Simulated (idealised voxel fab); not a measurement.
process module | voxel self aligned vias
cross-section cut | 205 nm wide | cells 5 nm
A cross-section is a grid of square cells, given in bands from the top down. A band is one or more rows of cells.
Each band's line starts with the height of the band's top and of its bottom, in nm. Then come its materials from left to right, each with its width in nm. One material with "throughout" fills the band from edge to edge. "air" is empty space.
Height 0 is the level under which the wafer as received is all one material. The lowest band goes on downwards, as in "0 down".
A width such as "30 to 40" changes by the same amount from each row of cells to the next, from the band's top row to its bottom row.
"no change" after a step means that no cell of the cross-section changed.
closed voids: empty space of 8 cells or more with no open way to the top, each as width x height at its distance from the left edge, in nm
after a step's settings: what the simulator itself notes on the step
overlay nm, on a step with a mask: how far to the right of its planned place the mask lay; to the left if negative
plan
1 op RECEIVE | material Si
2 op CONFORMAL_DEP | material SiO2 | thk nm 10
3 op CONFORMAL_DEP | material SiCN | thk nm 5
4 op DIRECTIONAL_DEP | material lowk | thk nm 20
5 op PATTERN | tone open | mask id LINES | material resist | width nm 25 | pitch nm 65 | thk nm 20 | overlay nm 0
6 op DIRECTIONAL_ETCH | etch materials lowk | depth nm 20
7 op STRIP | etch materials resist
8 op CONFORMAL_DEP | material TiN | thk nm 5
9 op FILL_DEP | material Ru | thk nm 5
10 op CMP | height nm 35
11 op SELECTIVE_ETCH | etch materials W Ru TiN | depth nm 10
12 op FILL_DEP | material SiN | thk nm 5
13 op CMP | height nm 35
14 op DIRECTIONAL_DEP | material lowk | thk nm 15
15 op DIRECTIONAL_DEP | material aC | thk nm 10
16 op PATTERN | tone open | mask id VIAS | material resist | width nm 45 | thk nm 25 | overlay nm 0
17 op DIRECTIONAL_ETCH | etch materials aC | depth nm 10
18 op STRIP | etch materials resist
19 op DIRECTIONAL_ETCH | etch materials lowk | depth nm 15
20 op DIRECTIONAL_ETCH | etch materials SiN | depth nm 10
21 op STRIP | etch materials aC
22 op CONFORMAL_DEP | material TiN | thk nm 5
23 op FILL_DEP | material Cu | thk nm 5
24 op CMP | height nm 50
25 op CONFORMAL_DEP | material SiN | thk nm 5
as received, after step 1
  0 down: Si throughout
  closed voids: none
a wafer at the end: this start, this plan, one mistake
  55 to 50: SiN throughout
  50 to 40: lowk 45 | TiN 5 | Cu 35 | TiN 5 | lowk 115
  40 to 35: lowk 45 | TiN 5 | Cu 15 | TiN 25 | lowk 115
  35 to 30: lowk 45 | TiN 5 | Cu 15 | TiN 5 | lowk 40 | SiN 25 | lowk 70
  30 to 25: lowk 45 | TiN 25 | lowk 40 | SiN 25 | lowk 70
  25 to 20: lowk 45 | TiN 5 | Ru 15 | TiN 5 | lowk 40 | TiN 5 | Ru 15 | TiN 5 | lowk 70
  20 to 15: lowk 45 | TiN 25 | lowk 40 | TiN 25 | lowk 70
  15 to 10: SiCN throughout
  10 to 0: SiO2 throughout
  0 down: Si throughout
  closed voids: none
what went wrong: step 5 ran as: op PATTERN | tone open | mask id LINES | material resist | width nm 25 | pitch nm 65 | thk nm 20 | overlay nm -10
